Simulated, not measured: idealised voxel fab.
A process module follows: voxel double patterning.
This is section cut - it's 255 nm across, gridded in 5 nm square cells.
In what follows, cross-sections appear as grids of square cells, described through bands that run from the top down, where every band is one or more rows of cells.
For a band, the entry starts with two heights in nm, that of the top and then that of the bottom, and carries on with the band's materials in order from left to right, each alongside its width in nm; the word "all across" beside a single material means it fills the band edge to edge, and "empty" means empty space.
For the purposes of this specification, 0 denotes the height below which the wafer in its as-received condition is composed wholly of one material, and the lowermost band, lacking a lower limit, extends downward without end, as expressed in "0 and below".
Top row gets the first number, bottom row gets the second, and each row in between changes by the same step: that is how a band width like "30->40" works.
When a step is marked "changes: none", none of the cells in the cross-section changed during that step.
Heads up: "Closed voids list" only lists the empty pockets with no open path to the top that are 8 cells or more, and it writes them as width x height at distance, distance from the left edge, in nm.
What comes after the settings on a step's line is commentary from the simulator itself on that step.
overlay nm: where the mask lay relative to plan, measured to the right, on steps with a mask; negatives go left.
[Planned process steps]
1: RECEIVE | material Si
2: CONFORMAL_DEP | material SiO2 | thk nm 5
3: DIRECTIONAL_DEP | material TiN | thk nm 10
4: DIRECTIONAL_DEP | material SiCN | thk nm 5
5: PATTERN | tone open | mask id FIRST | material resist | width nm 15 | pitch nm 50 | thk nm 15 | overlay nm 0
6: DIRECTIONAL_ETCH | etch materials SiCN | depth nm 5
7: STRIP | etch materials resist
8: MASKED_ETCH | tone open | mask id SECOND | width nm 15 | etch materials SiCN | depth nm 5 | overlay nm 0
9: DIRECTIONAL_ETCH | etch materials TiN | depth nm 10
10: STRIP | etch materials SiCN
[Cross-section of the incoming wafer, state after step 1]
* 0 and below = Si all across
* Closed voids list: none
[The first of two wafers, cross-sectioned at the end of the module, with the run proceeding as planned]
* 15 down to 5 = 95 TiN; 15 empty; 10 TiN; 15 empty; 10 TiN; 15 empty; 95 TiN
* 5 down to 0 = SiO2 all across
* 0 and below = Si all across
* Closed voids list: none
[This is the second of the two wafers, cross-sectioned at the end of the module; it started exactly like the first and was given the same plan, but it was run with one mistake]
* 10 down to 5 = TiN all across
* 5 down to 0 = SiO2 all across
* 0 and below = Si all across
* Closed voids list: none
What was the processing mistake? for step 4, the planned setting was not used; the step was instead run as DIRECTIONAL_DEP | material TiN | thk nm 5
It is noted that, at the conclusion of processing, the second wafer exhibits a higher or lower cell count for certain materials relative to the first: -33 TiN
